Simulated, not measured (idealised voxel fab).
process module | voxel self aligned contacts
cross-section cut | 300 nm wide | cells 5 nm
A cross-section is a grid of square cells, given in bands from the top down. A band is one or more rows of cells.
Each band's line starts with the height of the band's top and of its bottom, in nm. Then come its materials from left to right, each with its width in nm. One material with "throughout" fills the band from edge to edge. "air" is empty space.
Height 0 is the level under which the wafer as received is all one material. The lowest band goes on downwards, as in "0 down".
A width such as "30 to 40" changes by the same amount from each row of cells to the next, from the band's top row to its bottom row.
"no change" after a step means that no cell of the cross-section changed.
closed voids: empty space of 8 cells or more with no open way to the top, each as width x height at its distance from the left edge, in nm
after a step's settings: what the simulator itself notes on the step
overlay nm, on a step with a mask: how far to the right of its planned place the mask lay; to the left if negative
Each pair below shows a cross-section before one step and the cross-section after it, down to the lowest band that changed. The line under each pair gives the step between them, with its settings. The pairs can come from different runs of this module on the same starting wafer, so a pair continues from the pair above only where its "before" says so.
before
  0 down: Si throughout
  closed voids: none
after
  0 to -5: SiO2 throughout
  below -5: unchanged
  closed voids: none
the step between: op OXIDIZE | depth nm 5
before: the cross-section after the pair above
after
  20 to 0: polySi throughout
  below 0: unchanged
  closed voids: none
the step between: op DIRECTIONAL_DEP | material polySi | thk nm 20
before: the cross-section after the pair above
after
  35 to 20: SiN throughout
  below 20: unchanged
  closed voids: none
the step between: op DIRECTIONAL_DEP | material SiN | thk nm 15
before: the cross-section after the pair above
after
  55 to 35: air 100 | resist 35 | air 25 | resist 35 | air 105
  below 35: unchanged
  closed voids: none
the step between: op PATTERN | tone cover | mask id GATE | material resist | width nm 35 | pitch nm 60 | thk nm 20 | overlay nm 0
before: the cross-section after the pair above
after
  55 to 35: air 100 | resist 35 | air 25 | resist 35 | air 105
  35 to 20: air 100 | SiN 35 | air 25 | SiN 35 | air 105
  below 20: unchanged
  closed voids: none
the step between: op DIRECTIONAL_ETCH | etch materials SiN | depth nm 15
before: the cross-section after the pair above
after
  55 to 35: air 100 | resist 35 | air 25 | resist 35 | air 105
  35 to 20: air 100 | SiN 35 | air 25 | SiN 35 | air 105
  20 to 0: air 100 | polySi 35 | air 25 | polySi 35 | air 105
  below 0: unchanged
  closed voids: none
the step between: op DIRECTIONAL_ETCH | etch materials polySi | depth nm 20
before: the cross-section after the pair above
after
  35 to 20: air 100 | SiN 35 | air 25 | SiN 35 | air 105
  below 20: unchanged
  closed voids: none
the step between: op STRIP | etch materials resist
before: the cross-section after the pair above
after
  40 to 20: air 95 | SiN 45 | air 15 | SiN 45 | air 100
  20 to 5: air 95 | SiN 5 | polySi 35 | SiN 5 | air 15 | SiN 5 | polySi 35 | SiN 5 | air 100
  5 to 0: SiN 100 | polySi 35 | SiN 25 | polySi 35 | SiN 105
  below 0: unchanged
  closed voids: none
the step between: op CONFORMAL_DEP | material SiN | thk nm 5
before: the cross-section after the pair above
after
  35 to 20: air 95 | SiN 45 | air 15 | SiN 45 | air 100
  20 to 0: air 95 | SiN 5 | polySi 35 | SiN 5 | air 15 | SiN 5 | polySi 35 | SiN 5 | air 100
  below 0: unchanged
  closed voids: none
the step between: op DIRECTIONAL_ETCH | etch materials SiN | depth nm 5
before: the cross-section after the pair above
after
  50 to 35: SiO2 throughout
  35 to 20: SiO2 95 | SiN 45 | SiO2 15 | SiN 45 | SiO2 100
  20 to 0: SiO2 95 | SiN 5 | polySi 35 | SiN 5 | SiO2 15 | SiN 5 | polySi 35 | SiN 5 | SiO2 100
  below 0: unchanged
  closed voids: none
the step between: op FILL_DEP | material SiO2 | thk nm 15
before: the cross-section after the pair above
after
  45 to 35: SiO2 throughout
  below 35: unchanged
  closed voids: none
the step between: op CMP | height nm 45
before: the cross-section after the pair above
after
  60 to 45: resist 130 | air 35 | resist 135
  below 45: unchanged
  closed voids: none
the step between: op PATTERN | tone open | mask id CONTACT | material resist | width nm 35 | thk nm 15 | overlay nm 0
before: the cross-section after the pair above
after
  60 to 45: resist 130 | air 35 | resist 135
  45 to 35: SiO2 130 | air 35 | SiO2 135
  35 to 20: SiO2 95 | SiN 45 | air 15 | SiN 45 | SiO2 100
  20 to 0: SiO2 95 | SiN 5 | polySi 35 | SiN 5 | air 15 | SiN 5 | polySi 35 | SiN 5 | SiO2 100
  0 to -5: SiO2 140 | air 15 | SiO2 145
  below -5: unchanged
  closed voids: none
the step between: op DIRECTIONAL_ETCH | etch materials SiO2 | depth nm 50
before: the cross-section after the pair above
after
  45 to 35: SiO2 130 | air 35 | SiO2 135
  below 35: unchanged
  closed voids: none
the step between: op STRIP | etch materials resist
before: the cross-section after the pair above
after
  50 to 45: TiN 135 | air 25 | TiN 140
  45 to 35: SiO2 130 | TiN 5 to 15 | air 25 to 5 | TiN 5 to 15 | SiO2 135
  35 to 20: SiO2 95 | SiN 45 | TiN 5 | air 5 | TiN 5 | SiN 45 | SiO2 100
  20 to 0: SiO2 95 | SiN 5 | polySi 35 | SiN 5 | TiN 5 | air 5 | TiN 5 | SiN 5 | polySi 35 | SiN 5 | SiO2 100
  0 to -5: SiO2 140 | TiN 15 | SiO2 145
  below -5: unchanged
  closed voids: none
the step between: op CONFORMAL_DEP | material TiN | thk nm 5
before: the cross-section after the pair above
after
  60 to 50: Ru throughout
  50 to 45: TiN 135 | Ru 25 | TiN 140
  45 to 35: SiO2 130 | TiN 5 to 15 | Ru 25 to 5 | TiN 5 to 15 | SiO2 135
  35 to 20: SiO2 95 | SiN 45 | TiN 5 | Ru 5 | TiN 5 | SiN 45 | SiO2 100
  20 to 0: SiO2 95 | SiN 5 | polySi 35 | SiN 5 | TiN 5 | Ru 5 | TiN 5 | SiN 5 | polySi 35 | SiN 5 | SiO2 100
  below 0: unchanged
  closed voids: none
the step between: op FILL_DEP | material Ru | thk nm 10
before: the cross-section after the pair above
after
  45 to 35: SiO2 130 | TiN 5 to 15 | Ru 25 to 5 | TiN 5 to 15 | SiO2 135
  below 35: unchanged
  closed voids: none
the step between: op CMP | height nm 45
before: the cross-section after the pair above
after
  50 to 45: SiN throughout
  below 45: unchanged
  closed voids: none
the step between: op CONFORMAL_DEP | material SiN | thk nm 5
before
  60 to 50: Ru throughout
  50 to 45: TiN 135 | Ru 25 | TiN 140
  45 to 35: SiO2 130 | TiN 5 to 15 | Ru 25 to 5 | TiN 5 to 15 | SiO2 135
  35 to 20: SiO2 95 | SiN 45 | TiN 5 | Ru 5 | TiN 5 | SiN 45 | SiO2 100
  20 to 0: SiO2 95 | SiN 5 | polySi 35 | SiN 5 | TiN 5 | Ru 5 | TiN 5 | SiN 5 | polySi 35 | SiN 5 | SiO2 100
  0 to -5: SiO2 140 | TiN 15 | SiO2 145
  -5 down: Si throughout
  closed voids: none
after
  65 to 60: SiN throughout
  below 60: unchanged
  closed voids: none
the step between: op CONFORMAL_DEP | material SiN | thk nm 5
before
  20 to 0: polySi throughout
  0 to -5: SiO2 throughout
  -5 down: Si throughout
  closed voids: none
after
  40 to 0: polySi throughout
  below 0: unchanged
  closed voids: none
the step between: op DIRECTIONAL_DEP | material polySi | thk nm 20
before: the cross-section after the pair above
after
  55 to 40: SiN throughout
  below 40: unchanged
  closed voids: none
the step between: op DIRECTIONAL_DEP | material SiN | thk nm 15
before: the cross-section after the pair above
after
  75 to 55: air 100 | resist 35 | air 25 | resist 35 | air 105
  below 55: unchanged
  closed voids: none
the step between: op PATTERN | tone cover | mask id GATE | material resist | width nm 35 | pitch nm 60 | thk nm 20 | overlay nm 0
before: the cross-section after the pair above
after
  75 to 55: air 100 | resist 35 | air 25 | resist 35 | air 105
  55 to 40: air 100 | SiN 35 | air 25 | SiN 35 | air 105
  below 40: unchanged
  closed voids: none
the step between: op DIRECTIONAL_ETCH | etch materials SiN | depth nm 15
before: the cross-section after the pair above
after
  75 to 55: air 100 | resist 35 | air 25 | resist 35 | air 105
  55 to 40: air 100 | SiN 35 | air 25 | SiN 35 | air 105
  40 to 20: air 100 | polySi 35 | air 25 | polySi 35 | air 105
  below 20: unchanged
  closed voids: none
the step between: op DIRECTIONAL_ETCH | etch materials polySi | depth nm 20
before: the cross-section after the pair above
after
  55 to 40: air 100 | SiN 35 | air 25 | SiN 35 | air 105
  below 40: unchanged
  closed voids: none
the step between: op STRIP | etch materials resist
before: the cross-section after the pair above
after
  60 to 40: air 95 | SiN 45 | air 15 | SiN 45 | air 100
  40 to 25: air 95 | SiN 5 | polySi 35 | SiN 5 | air 15 | SiN 5 | polySi 35 | SiN 5 | air 100
  25 to 20: SiN 100 | polySi 35 | SiN 25 | polySi 35 | SiN 105
  below 20: unchanged
  closed voids: none
the step between: op CONFORMAL_DEP | material SiN | thk nm 5
before: the cross-section after the pair above
after
  55 to 40: air 95 | SiN 45 | air 15 | SiN 45 | air 100
  40 to 20: air 95 | SiN 5 | polySi 35 | SiN 5 | air 15 | SiN 5 | polySi 35 | SiN 5 | air 100
  below 20: unchanged
  closed voids: none
the step between: op DIRECTIONAL_ETCH | etch materials SiN | depth nm 5
before: the cross-section after the pair above
after
  70 to 55: SiO2 throughout
  55 to 40: SiO2 95 | SiN 45 | SiO2 15 | SiN 45 | SiO2 100
  40 to 20: SiO2 95 | SiN 5 | polySi 35 | SiN 5 | SiO2 15 | SiN 5 | polySi 35 | SiN 5 | SiO2 100
  below 20: unchanged
  closed voids: none
the step between: op FILL_DEP | material SiO2 | thk nm 15
before: the cross-section after the pair above
after
  45 to 40: SiO2 95 | SiN 45 | SiO2 15 | SiN 45 | SiO2 100
  below 40: unchanged
  closed voids: none
the step between: op CMP | height nm 45
before: the cross-section after the pair above
after
  60 to 45: resist 130 | air 35 | resist 135
  below 45: unchanged
  closed voids: none
the step between: op PATTERN | tone open | mask id CONTACT | material resist | width nm 35 | thk nm 15 | overlay nm 0
before: the cross-section after the pair above
after
  60 to 45: resist 130 | air 35 | resist 135
  45 to 40: SiO2 95 | SiN 45 | air 15 | SiN 45 | SiO2 100
  40 to 20: SiO2 95 | SiN 5 | polySi 35 | SiN 5 | air 15 | SiN 5 | polySi 35 | SiN 5 | SiO2 100
  below 20: unchanged
  closed voids: none
the step between: op DIRECTIONAL_ETCH | etch materials SiO2 | depth nm 50
before: the cross-section after the pair above
after
  45 to 40: SiO2 95 | SiN 45 | air 15 | SiN 45 | SiO2 100
  below 40: unchanged
  closed voids: none
the step between: op STRIP | etch materials resist
before: the cross-section after the pair above
after
  50 to 45: TiN 145 | air 5 | TiN 150
  45 to 40: SiO2 95 | SiN 45 | TiN 5 | air 5 | TiN 5 | SiN 45 | SiO2 100
  40 to 25: SiO2 95 | SiN 5 | polySi 35 | SiN 5 | TiN 5 | air 5 | TiN 5 | SiN 5 | polySi 35 | SiN 5 | SiO2 100
  25 to 20: SiO2 95 | SiN 5 | polySi 35 | SiN 5 | TiN 15 | SiN 5 | polySi 35 | SiN 5 | SiO2 100
  below 20: unchanged
  closed voids: none
the step between: op CONFORMAL_DEP | material TiN | thk nm 5
before: the cross-section after the pair above
after
  60 to 50: Ru throughout
  50 to 45: TiN 145 | Ru 5 | TiN 150
  45 to 40: SiO2 95 | SiN 45 | TiN 5 | Ru 5 | TiN 5 | SiN 45 | SiO2 100
  40 to 25: SiO2 95 | SiN 5 | polySi 35 | SiN 5 | TiN 5 | Ru 5 | TiN 5 | SiN 5 | polySi 35 | SiN 5 | SiO2 100
  below 25: unchanged
  closed voids: none
the step between: op FILL_DEP | material Ru | thk nm 10
before: the cross-section after the pair above
after
  45 to 40: SiO2 95 | SiN 45 | TiN 5 | Ru 5 | TiN 5 | SiN 45 | SiO2 100
  below 40: unchanged
  closed voids: none
the step between: op CMP | height nm 45
before: the cross-section after the pair above
after
  50 to 45: SiN throughout
  below 45: unchanged
  closed voids: none
the step between: op CONFORMAL_DEP | material SiN | thk nm 5
before
  0 to -5: SiO2 throughout
  -5 down: Si throughout
  closed voids: none
after
  15 to 0: SiN throughout
  below 0: unchanged
  closed voids: none
the step between: op DIRECTIONAL_DEP | material SiN | thk nm 15
before: the cross-section after the pair above
after
  35 to 15: polySi throughout
  below 15: unchanged
  closed voids: none
the step between: op DIRECTIONAL_DEP | material polySi | thk nm 20
before: the cross-section after the pair above
after
  55 to 35: air 100 | resist 35 | air 25 | resist 35 | air 105
  below 35: unchanged
  closed voids: none
the step between: op PATTERN | tone cover | mask id GATE | material resist | width nm 35 | pitch nm 60 | thk nm 20 | overlay nm 0
before: the cross-section after the pair above
after
  55 to 35: air 100 | resist 35 | air 25 | resist 35 | air 105
  35 to 15: air 100 | polySi 35 | air 25 | polySi 35 | air 105
  below 15: unchanged
  closed voids: none
the step between: op DIRECTIONAL_ETCH | etch materials polySi | depth nm 20
before: the cross-section after the pair above
after
  35 to 15: air 100 | polySi 35 | air 25 | polySi 35 | air 105
  below 15: unchanged
  closed voids: none
the step between: op STRIP | etch materials resist
before: the cross-section after the pair above
after
  40 to 35: air 95 | SiN 45 | air 15 | SiN 45 | air 100
  35 to 20: air 95 | SiN 5 | polySi 35 | SiN 5 | air 15 | SiN 5 | polySi 35 | SiN 5 | air 100
  20 to 15: SiN 100 | polySi 35 | SiN 25 | polySi 35 | SiN 105
  below 15: unchanged
  closed voids: none
the step between: op CONFORMAL_DEP | material SiN | thk nm 5
before: the cross-section after the pair above
after
  35 to 15: air 95 | SiN 5 | polySi 35 | SiN 5 | air 15 | SiN 5 | polySi 35 | SiN 5 | air 100
  below 15: unchanged
  closed voids: none
the step between: op DIRECTIONAL_ETCH | etch materials SiN | depth nm 5
before: the cross-section after the pair above
after
  50 to 35: SiO2 throughout
  35 to 15: SiO2 95 | SiN 5 | polySi 35 | SiN 5 | SiO2 15 | SiN 5 | polySi 35 | SiN 5 | SiO2 100
  below 15: unchanged
  closed voids: none
the step between: op FILL_DEP | material SiO2 | thk nm 15
before: the cross-section after the pair above
after
  45 to 35: SiO2 throughout
  below 35: unchanged
  closed voids: none
the step between: op CMP | height nm 45
before: the cross-section after the pair above
after
  60 to 45: resist 130 | air 35 | resist 135
  below 45: unchanged
  closed voids: none
the step between: op PATTERN | tone open | mask id CONTACT | material resist | width nm 35 | thk nm 15 | overlay nm 0
before: the cross-section after the pair above
after
  60 to 45: resist 130 | air 35 | resist 135
  45 to 35: SiO2 130 | air 35 | SiO2 135
  35 to 15: SiO2 95 | SiN 5 | polySi 35 | SiN 5 | air 15 | SiN 5 | polySi 35 | SiN 5 | SiO2 100
  below 15: unchanged
  closed voids: none
the step between: op DIRECTIONAL_ETCH | etch materials SiO2 | depth nm 50
before: the cross-section after the pair above
after
  45 to 35: SiO2 130 | air 35 | SiO2 135
  below 35: unchanged
  closed voids: none
the step between: op STRIP | etch materials resist
before: the cross-section after the pair above
after
  50 to 45: TiN 135 | air 25 | TiN 140
  45 to 35: SiO2 130 | TiN 5 to 15 | air 25 to 5 | TiN 5 to 15 | SiO2 135
  35 to 20: SiO2 95 | SiN 5 | polySi 35 | SiN 5 | TiN 5 | air 5 | TiN 5 | SiN 5 | polySi 35 | SiN 5 | SiO2 100
  20 to 15: SiO2 95 | SiN 5 | polySi 35 | SiN 5 | TiN 15 | SiN 5 | polySi 35 | SiN 5 | SiO2 100
  below 15: unchanged
  closed voids: none
the step between: op CONFORMAL_DEP | material TiN | thk nm 5
before: the cross-section after the pair above
after
  60 to 50: Ru throughout
  50 to 45: TiN 135 | Ru 25 | TiN 140
  45 to 35: SiO2 130 | TiN 5 to 15 | Ru 25 to 5 | TiN 5 to 15 | SiO2 135
  35 to 20: SiO2 95 | SiN 5 | polySi 35 | SiN 5 | TiN 5 | Ru 5 | TiN 5 | SiN 5 | polySi 35 | SiN 5 | SiO2 100
  below 20: unchanged
  closed voids: none
the step between: op FILL_DEP | material Ru | thk nm 10
before: the cross-section after the pair above
after
  45 to 35: SiO2 130 | TiN 5 to 15 | Ru 25 to 5 | TiN 5 to 15 | SiO2 135
  below 35: unchanged
  closed voids: none
the step between: op CMP | height nm 45
before: the cross-section after the pair above
after
  50 to 45: SiN throughout
  below 45: unchanged
  closed voids: none
the step between: op CONFORMAL_DEP | material SiN | thk nm 5
before
  60 to 45: resist 130 | air 35 | resist 135
  45 to 35: SiO2 throughout
  35 to 20: SiO2 95 | SiN 45 | SiO2 15 | SiN 45 | SiO2 100
  20 to 0: SiO2 95 | SiN 5 | polySi 35 | SiN 5 | SiO2 15 | SiN 5 | polySi 35 | SiN 5 | SiO2 100
  0 to -5: SiO2 throughout
  -5 down: Si throughout
  closed voids: none
after
  60 to 45: resist 130 | air 35 | resist 135
  45 to 35: SiO2 130 | air 35 | SiO2 135
  35 to 20: SiO2 95 | SiN 45 | air 15 | SiN 45 | SiO2 100
  20 to 5: SiO2 95 | SiN 5 | polySi 35 | SiN 5 | air 15 | SiN 5 | polySi 35 | SiN 5 | SiO2 100
  below 5: unchanged
  closed voids: none
the step between: op DIRECTIONAL_ETCH | etch materials SiO2 | depth nm 40
before: the cross-section after the pair above
after
  45 to 35: SiO2 130 | air 35 | SiO2 135
  below 35: unchanged
  closed voids: none
the step between: op STRIP | etch materials resist
before: the cross-section after the pair above
after
  50 to 45: TiN 135 | air 25 | TiN 140
  45 to 35: SiO2 130 | TiN 5 to 15 | air 25 to 5 | TiN 5 to 15 | SiO2 135
  35 to 20: SiO2 95 | SiN 45 | TiN 5 | air 5 | TiN 5 | SiN 45 | SiO2 100
  20 to 10: SiO2 95 | SiN 5 | polySi 35 | SiN 5 | TiN 5 | air 5 | TiN 5 | SiN 5 | polySi 35 | SiN 5 | SiO2 100
  10 to 5: SiO2 95 | SiN 5 | polySi 35 | SiN 5 | TiN 15 | SiN 5 | polySi 35 | SiN 5 | SiO2 100
  below 5: unchanged
  closed voids: none
the step between: op CONFORMAL_DEP | material TiN | thk nm 5
before: the cross-section after the pair above
after
  60 to 50: Ru throughout
  50 to 45: TiN 135 | Ru 25 | TiN 140
  45 to 35: SiO2 130 | TiN 5 to 15 | Ru 25 to 5 | TiN 5 to 15 | SiO2 135
  35 to 20: SiO2 95 | SiN 45 | TiN 5 | Ru 5 | TiN 5 | SiN 45 | SiO2 100
  20 to 10: SiO2 95 | SiN 5 | polySi 35 | SiN 5 | TiN 5 | Ru 5 | TiN 5 | SiN 5 | polySi 35 | SiN 5 | SiO2 100
  below 10: unchanged
  closed voids: none
the step between: op FILL_DEP | material Ru | thk nm 10
before: the cross-section after the pair above
after
  45 to 35: SiO2 130 | TiN 5 to 15 | Ru 25 to 5 | TiN 5 to 15 | SiO2 135
  below 35: unchanged
  closed voids: none
the step between: op CMP | height nm 45
before: the cross-section after the pair above
after
  50 to 45: SiN throughout
  below 45: unchanged
  closed voids: none
the step between: op CONFORMAL_DEP | material SiN | thk nm 5
before
  35 to 20: SiN throughout
  20 to 0: polySi throughout
  0 to -5: SiO2 throughout
  -5 down: Si throughout
  closed voids: none
after
  55 to 35: air 105 | resist 30 | air 30 | resist 30 | air 105
  below 35: unchanged
  closed voids: none
the step between: op PATTERN | tone cover | mask id GATE | material resist | width nm 30 | pitch nm 60 | thk nm 20 | overlay nm 0
before: the cross-section after the pair above
after
  55 to 35: air 105 | resist 30 | air 30 | resist 30 | air 105
  35 to 20: air 105 | SiN 30 | air 30 | SiN 30 | air 105
  below 20: unchanged
  closed voids: none
the step between: op DIRECTIONAL_ETCH | etch materials SiN | depth nm 15
before: the cross-section after the pair above
after
  55 to 35: air 105 | resist 30 | air 30 | resist 30 | air 105
  35 to 20: air 105 | SiN 30 | air 30 | SiN 30 | air 105
  20 to 0: air 105 | polySi 30 | air 30 | polySi 30 | air 105
  below 0: unchanged
  closed voids: none
the step between: op DIRECTIONAL_ETCH | etch materials polySi | depth nm 20
before: the cross-section after the pair above
after
  35 to 20: air 105 | SiN 30 | air 30 | SiN 30 | air 105
  below 20: unchanged
  closed voids: none
the step between: op STRIP | etch materials resist
before: the cross-section after the pair above
after
  40 to 20: air 100 | SiN 40 | air 20 | SiN 40 | air 100
  20 to 5: air 100 | SiN 5 | polySi 30 | SiN 5 | air 20 | SiN 5 | polySi 30 | SiN 5 | air 100
  5 to 0: SiN 105 | polySi 30 | SiN 30 | polySi 30 | SiN 105
  below 0: unchanged
  closed voids: none
the step between: op CONFORMAL_DEP | material SiN | thk nm 5
before: the cross-section after the pair above
after
  35 to 20: air 100 | SiN 40 | air 20 | SiN 40 | air 100
  20 to 0: air 100 | SiN 5 | polySi 30 | SiN 5 | air 20 | SiN 5 | polySi 30 | SiN 5 | air 100
  below 0: unchanged
  closed voids: none
the step between: op DIRECTIONAL_ETCH | etch materials SiN | depth nm 5
before: the cross-section after the pair above
after
  50 to 35: SiO2 throughout
  35 to 20: SiO2 100 | SiN 40 | SiO2 20 | SiN 40 | SiO2 100
  20 to 0: SiO2 100 | SiN 5 | polySi 30 | SiN 5 | SiO2 20 | SiN 5 | polySi 30 | SiN 5 | SiO2 100
  below 0: unchanged
  closed voids: none
the step between: op FILL_DEP | material SiO2 | thk nm 15
before: the cross-section after the pair above
after
  45 to 35: SiO2 throughout
  below 35: unchanged
  closed voids: none
the step between: op CMP | height nm 45
before: the cross-section after the pair above
after
  60 to 45: resist 130 | air 35 | resist 135
  below 45: unchanged
  closed voids: none
the step between: op PATTERN | tone open | mask id CONTACT | material resist | width nm 35 | thk nm 15 | overlay nm 0
before: the cross-section after the pair above
after
  60 to 45: resist 130 | air 35 | resist 135
  45 to 35: SiO2 130 | air 35 | SiO2 135
  35 to 20: SiO2 100 | SiN 40 | air 20 | SiN 40 | SiO2 100
  20 to 0: SiO2 100 | SiN 5 | polySi 30 | SiN 5 | air 20 | SiN 5 | polySi 30 | SiN 5 | SiO2 100
  0 to -5: SiO2 140 | air 20 | SiO2 140
  below -5: unchanged
  closed voids: none
the step between: op DIRECTIONAL_ETCH | etch materials SiO2 | depth nm 50
before: the cross-section after the pair above
after
  45 to 35: SiO2 130 | air 35 | SiO2 135
  below 35: unchanged
  closed voids: none
the step between: op STRIP | etch materials resist
before: the cross-section after the pair above
after
  50 to 45: TiN 135 | air 25 | TiN 140
  45 to 35: SiO2 130 | TiN 5 to 15 | air 25 to 10 | TiN 5 to 10 | SiO2 135
  35 to 20: SiO2 100 | SiN 40 | TiN 5 | air 10 | TiN 5 | SiN 40 | SiO2 100
  20 to 0: SiO2 100 | SiN 5 | polySi 30 | SiN 5 | TiN 5 | air 10 | TiN 5 | SiN 5 | polySi 30 | SiN 5 | SiO2 100
  0 to -5: SiO2 140 | TiN 20 | SiO2 140
  below -5: unchanged
  closed voids: none
the step between: op CONFORMAL_DEP | material TiN | thk nm 5
before: the cross-section after the pair above
after
  60 to 50: Ru throughout
  50 to 45: TiN 135 | Ru 25 | TiN 140
  45 to 35: SiO2 130 | TiN 5 to 15 | Ru 25 to 10 | TiN 5 to 10 | SiO2 135
  35 to 20: SiO2 100 | SiN 40 | TiN 5 | Ru 10 | TiN 5 | SiN 40 | SiO2 100
  20 to 0: SiO2 100 | SiN 5 | polySi 30 | SiN 5 | TiN 5 | Ru 10 | TiN 5 | SiN 5 | polySi 30 | SiN 5 | SiO2 100
  below 0: unchanged
  closed voids: none
the step between: op FILL_DEP | material Ru | thk nm 10
before: the cross-section after the pair above
after
  45 to 35: SiO2 130 | TiN 5 to 15 | Ru 25 to 10 | TiN 5 to 10 | SiO2 135
  below 35: unchanged
  closed voids: none
the step between: op CMP | height nm 45
before: the cross-section after the pair above
after
  50 to 45: SiN throughout
  below 45: unchanged
  closed voids: none
the step between: op CONFORMAL_DEP | material SiN | thk nm 5
before
  45 to 35: SiO2 throughout
  35 to 20: SiO2 95 | SiN 45 | SiO2 15 | SiN 45 | SiO2 100
  20 to 0: SiO2 95 | SiN 5 | polySi 35 | SiN 5 | SiO2 15 | SiN 5 | polySi 35 | SiN 5 | SiO2 100
  0 to -5: SiO2 throughout
  -5 down: Si throughout
  closed voids: none
after
  60 to 45: resist 120 | air 35 | resist 145
  below 45: unchanged
  closed voids: none
the step between: op PATTERN | tone open | mask id CONTACT | material resist | width nm 35 | thk nm 15 | overlay nm -10
before: the cross-section after the pair above
after
  60 to 45: resist 120 | air 35 | resist 145
  45 to 35: SiO2 120 | air 35 | SiO2 145
  35 to 20: SiO2 95 | SiN 45 | air 15 | SiN 45 | SiO2 100
  20 to 0: SiO2 95 | SiN 5 | polySi 35 | SiN 5 | air 15 | SiN 5 | polySi 35 | SiN 5 | SiO2 100
  0 to -5: SiO2 140 | air 15 | SiO2 145
  below -5: unchanged
  closed voids: none
the step between: op DIRECTIONAL_ETCH | etch materials SiO2 | depth nm 50
before: the cross-section after the pair above
after
  45 to 35: SiO2 120 | air 35 | SiO2 145
  below 35: unchanged
  closed voids: none
the step between: op STRIP | etch materials resist
before: the cross-section after the pair above
after
  50 to 45: TiN 125 | air 25 | TiN 150
  45 to 35: SiO2 120 | TiN 5 to 25 | air 25 to 5 | TiN 5 | SiO2 145
  35 to 20: SiO2 95 | SiN 45 | TiN 5 | air 5 | TiN 5 | SiN 45 | SiO2 100
  20 to 0: SiO2 95 | SiN 5 | polySi 35 | SiN 5 | TiN 5 | air 5 | TiN 5 | SiN 5 | polySi 35 | SiN 5 | SiO2 100
  0 to -5: SiO2 140 | TiN 15 | SiO2 145
  below -5: unchanged
  closed voids: none
the step between: op CONFORMAL_DEP | material TiN | thk nm 5
before: the cross-section after the pair above
after
  60 to 50: Ru throughout
  50 to 45: TiN 125 | Ru 25 | TiN 150
  45 to 35: SiO2 120 | TiN 5 to 25 | Ru 25 to 5 | TiN 5 | SiO2 145
  35 to 20: SiO2 95 | SiN 45 | TiN 5 | Ru 5 | TiN 5 | SiN 45 | SiO2 100
  20 to 0: SiO2 95 | SiN 5 | polySi 35 | SiN 5 | TiN 5 | Ru 5 | TiN 5 | SiN 5 | polySi 35 | SiN 5 | SiO2 100
  below 0: unchanged
  closed voids: none
the step between: op FILL_DEP | material Ru | thk nm 10
before: the cross-section after the pair above
after
  45 to 35: SiO2 120 | TiN 5 to 25 | Ru 25 to 5 | TiN 5 | SiO2 145
  below 35: unchanged
  closed voids: none
the step between: op CMP | height nm 45
before: the cross-section after the pair above
after
  50 to 45: SiN throughout
  below 45: unchanged
  closed voids: none
the step between: op CONFORMAL_DEP | material SiN | thk nm 5
before
  35 to 20: air 95 | SiN 45 | air 15 | SiN 45 | air 100
  20 to 0: air 95 | SiN 5 | polySi 35 | SiN 5 | air 15 | SiN 5 | polySi 35 | SiN 5 | air 100
  0 to -5: SiO2 throughout
  -5 down: Si throughout
  closed voids: none
after
  50 to 35: polySi throughout
  35 to 20: polySi 95 | SiN 45 | polySi 15 | SiN 45 | polySi 100
  20 to 0: polySi 95 | SiN 5 | polySi 35 | SiN 5 | polySi 15 | SiN 5 | polySi 35 | SiN 5 | polySi 100
  below 0: unchanged
  closed voids: none
the step between: op FILL_DEP | material polySi | thk nm 15
before: the cross-section after the pair above
after
  45 to 35: polySi throughout
  below 35: unchanged
  closed voids: none
the step between: op CMP | height nm 45
before: the cross-section after the pair above
after
  60 to 45: resist 130 | air 35 | resist 135
  below 45: unchanged
  closed voids: none
the step between: op PATTERN | tone open | mask id CONTACT | material resist | width nm 35 | thk nm 15 | overlay nm 0
before: the cross-section after the pair above
after
  45 to 35: polySi throughout
  below 35: unchanged
  closed voids: none
the step between: op STRIP | etch materials resist
before: the cross-section after the pair above
after
  50 to 45: TiN throughout
  below 45: unchanged
  closed voids: none
the step between: op CONFORMAL_DEP | material TiN | thk nm 5
before: the cross-section after the pair above
after
  60 to 50: Ru throughout
  below 50: unchanged
  closed voids: none
the step between: op FILL_DEP | material Ru | thk nm 10
before: the cross-section after the pair above
after
  45 to 35: polySi throughout
  below 35: unchanged
  closed voids: none
the step between: op CMP | height nm 45
before: the cross-section after the pair above
after
  50 to 45: SiN throughout
  below 45: unchanged
  closed voids: none
the step between: op CONFORMAL_DEP | material SiN | thk nm 5
before
  45 to 35: SiO2 throughout
  35 to 20: SiO2 95 | SiN 45 | SiO2 15 | SiN 45 | SiO2 100
  20 to 0: SiO2 95 | SiN 5 | polySi 35 | SiN 5 | SiO2 15 | SiN 5 | polySi 35 | SiN 5 | SiO2 100
  0 to -5: SiO2 throughout
  -5 down: Si throughout
  closed voids: none
after
  60 to 45: air 130 | resist 35 | air 135
  below 45: unchanged
  closed voids: none
the step between: op PATTERN | tone cover | mask id CONTACT | material resist | width nm 35 | thk nm 15 | overlay nm 0
before: the cross-section after the pair above
after
  60 to 45: air 130 | resist 35 | air 135
  45 to 35: air 130 | SiO2 35 | air 135
  35 to 20: air 95 | SiN 45 | SiO2 15 | SiN 45 | air 100
  20 to 0: air 95 | SiN 5 | polySi 35 | SiN 5 | SiO2 15 | SiN 5 | polySi 35 | SiN 5 | air 100
  0 to -5: air 95 | SiO2 105 | air 100
  below -5: unchanged
  closed voids: none
the step between: op DIRECTIONAL_ETCH | etch materials SiO2 | depth nm 50
before: the cross-section after the pair above
after
  45 to 35: air 130 | SiO2 35 | air 135
  below 35: unchanged
  closed voids: none
the step between: op STRIP | etch materials resist
before: the cross-section after the pair above
after
  50 to 45: air 125 | TiN 45 | air 130
  45 to 35: air 125 to 90 | TiN 5 to 40 | SiO2 35 | TiN 5 to 40 | air 130 to 95
  35 to 20: air 90 | TiN 5 | SiN 45 | SiO2 15 | SiN 45 | TiN 5 | air 95
  20 to 0: air 90 | TiN 5 | SiN 5 | polySi 35 | SiN 5 | SiO2 15 | SiN 5 | polySi 35 | SiN 5 | TiN 5 | air 95
  0 to -5: TiN 95 | SiO2 105 | TiN 100
  below -5: unchanged
  closed voids: none
the step between: op CONFORMAL_DEP | material TiN | thk nm 5
before: the cross-section after the pair above
after
  60 to 50: Ru throughout
  50 to 45: Ru 125 | TiN 45 | Ru 130
  45 to 35: Ru 125 to 90 | TiN 5 to 40 | SiO2 35 | TiN 5 to 40 | Ru 130 to 95
  35 to 20: Ru 90 | TiN 5 | SiN 45 | SiO2 15 | SiN 45 | TiN 5 | Ru 95
  20 to 0: Ru 90 | TiN 5 | SiN 5 | polySi 35 | SiN 5 | SiO2 15 | SiN 5 | polySi 35 | SiN 5 | TiN 5 | Ru 95
  below 0: unchanged
  closed voids: none
the step between: op FILL_DEP | material Ru | thk nm 10
before: the cross-section after the pair above
after
  45 to 35: Ru 125 to 90 | TiN 5 to 40 | SiO2 35 | TiN 5 to 40 | Ru 130 to 95
  below 35: unchanged
  closed voids: none
the step between: op CMP | height nm 45
